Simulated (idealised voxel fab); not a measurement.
process module | voxel ribs on slabs
cross-section cut | 150 nm wide | cells 5 nm
A cross-section is a grid of square cells, given in bands from the top down. A band is one or more rows of cells.
Each band's line starts with the height of the band's top and of its bottom, in nm. Then come its materials from left to right, each with its width in nm. One material with "throughout" fills the band from edge to edge. "air" is empty space.
Height 0 is the level under which the wafer as received is all one material. The lowest band goes on downwards, as in "0 down".
A width such as "30 to 40" changes by the same amount from each row of cells to the next, from the band's top row to its bottom row.
"no change" after a step means that no cell of the cross-section changed.
closed voids: empty space of 8 cells or more with no open way to the top, each as width x height at its distance from the left edge, in nm
after a step's settings: what the simulator itself notes on the step
overlay nm, on a step with a mask: how far to the right of its planned place the mask lay; to the left if negative
plan
1 op RECEIVE | material Si
2 op DIRECTIONAL_DEP | material SiO2 | thk nm 25
3 op DIRECTIONAL_DEP | material polySi | thk nm 15
4 op DIRECTIONAL_DEP | material aC | thk nm 15
5 op PATTERN | tone cover | mask id RIB | material resist | width nm 20 | thk nm 30 | overlay nm 0
6 op DIRECTIONAL_ETCH | etch materials aC | depth nm 15
7 op STRIP | etch materials resist
8 op DIRECTIONAL_ETCH | etch materials polySi | depth nm 5
9 op STRIP | etch materials aC
10 op MASKED_ETCH | tone cover | mask id SLAB | width nm 70 | etch materials polySi | depth nm 10 | overlay nm 0
11 op FILL_DEP | material SiO2 | thk nm 30
12 op CMP | height nm 60
13 op DIRECTIONAL_DEP | material TiN | thk nm 10
14 op PATTERN | tone cover | mask id HEATER | material resist | width nm 30 | thk nm 15 | overlay nm 0
15 op DIRECTIONAL_ETCH | etch materials TiN | depth nm 10
16 op STRIP | etch materials resist
17 op CONFORMAL_DEP | material SiO2 | thk nm 10
first wafer, as planned
as received, after step 1
  0 down: Si throughout
  closed voids: none
after step 2
  25 to 0: SiO2 throughout
  below 0: unchanged
after step 3
  40 to 25: polySi throughout
  below 25: unchanged
after step 4
  55 to 40: aC throughout
  below 40: unchanged
after step 5
  85 to 55: air 65 | resist 20 | air 65
  below 55: unchanged
after step 6
  70 to 55: air 65 | resist 20 | air 65
  55 to 40: air 65 | aC 20 | air 65
  below 40: unchanged
after step 7
  55 to 40: air 65 | aC 20 | air 65
  below 40: unchanged
after step 8
  55 to 40: air 65 | aC 20 | air 65
  40 to 35: air 65 | polySi 20 | air 65
  below 35: unchanged
after step 9
  40 to 35: air 65 | polySi 20 | air 65
  below 35: unchanged
after step 10
  40 to 35: air 65 | polySi 20 | air 65
  35 to 25: air 40 | polySi 70 | air 40
  below 25: unchanged
after step 11
  70 to 40: SiO2 throughout
  40 to 35: SiO2 65 | polySi 20 | SiO2 65
  35 to 25: SiO2 40 | polySi 70 | SiO2 40
  below 25: unchanged
after step 12
  60 to 40: SiO2 throughout
  below 40: unchanged
after step 13
  70 to 60: TiN throughout
  below 60: unchanged
after step 14
  85 to 70: air 60 | resist 30 | air 60
  below 70: unchanged
after step 15
  85 to 70: air 60 | resist 30 | air 60
  70 to 60: air 60 | TiN 30 | air 60
  below 60: unchanged
after step 16
  70 to 60: air 60 | TiN 30 | air 60
  below 60: unchanged
after step 17
  80 to 70: air 50 | SiO2 50 | air 50
  70 to 60: SiO2 60 | TiN 30 | SiO2 60
  below 60: unchanged
second wafer: like start, like plan, one mistake. Through step 1 it matches the first wafer
when step 2 should have ended
  50 to 0: SiO2 throughout
  below 0: unchanged
when step 3 should have ended
  65 to 50: polySi throughout
  below 50: unchanged
when step 4 should have ended
  80 to 65: aC throughout
  below 65: unchanged
when step 5 should have ended
  110 to 80: air 65 | resist 20 | air 65
  below 80: unchanged
when step 6 should have ended
  95 to 80: air 65 | resist 20 | air 65
  80 to 65: air 65 | aC 20 | air 65
  below 65: unchanged
when step 7 should have ended
  80 to 65: air 65 | aC 20 | air 65
  below 65: unchanged
when step 8 should have ended
  80 to 65: air 65 | aC 20 | air 65
  65 to 60: air 65 | polySi 20 | air 65
  below 60: unchanged
when step 9 should have ended
  65 to 60: air 65 | polySi 20 | air 65
  below 60: unchanged
when step 10 should have ended
  65 to 60: air 65 | polySi 20 | air 65
  60 to 50: air 40 | polySi 70 | air 40
  below 50: unchanged
when step 11 should have ended
  95 to 65: SiO2 throughout
  65 to 60: SiO2 65 | polySi 20 | SiO2 65
  60 to 50: SiO2 40 | polySi 70 | SiO2 40
  below 50: unchanged
when step 12 should have ended
  60 to 50: SiO2 40 | polySi 70 | SiO2 40
  below 50: unchanged
when step 13 should have ended
  70 to 60: TiN throughout
  below 60: unchanged
when step 14 should have ended
  85 to 70: air 60 | resist 30 | air 60
  below 70: unchanged
when step 15 should have ended
  85 to 70: air 60 | resist 30 | air 60
  70 to 60: air 60 | TiN 30 | air 60
  below 60: unchanged
when step 16 should have ended
  70 to 60: air 60 | TiN 30 | air 60
  below 60: unchanged
when step 17 should have ended
  80 to 70: air 50 | SiO2 50 | air 50
  70 to 60: SiO2 60 | TiN 30 | SiO2 60
  below 60: unchanged
what went wrong: step 2 was run twice
at the end the second wafer has, in cells: 4 more of SiO2 | 4 fewer of polySi
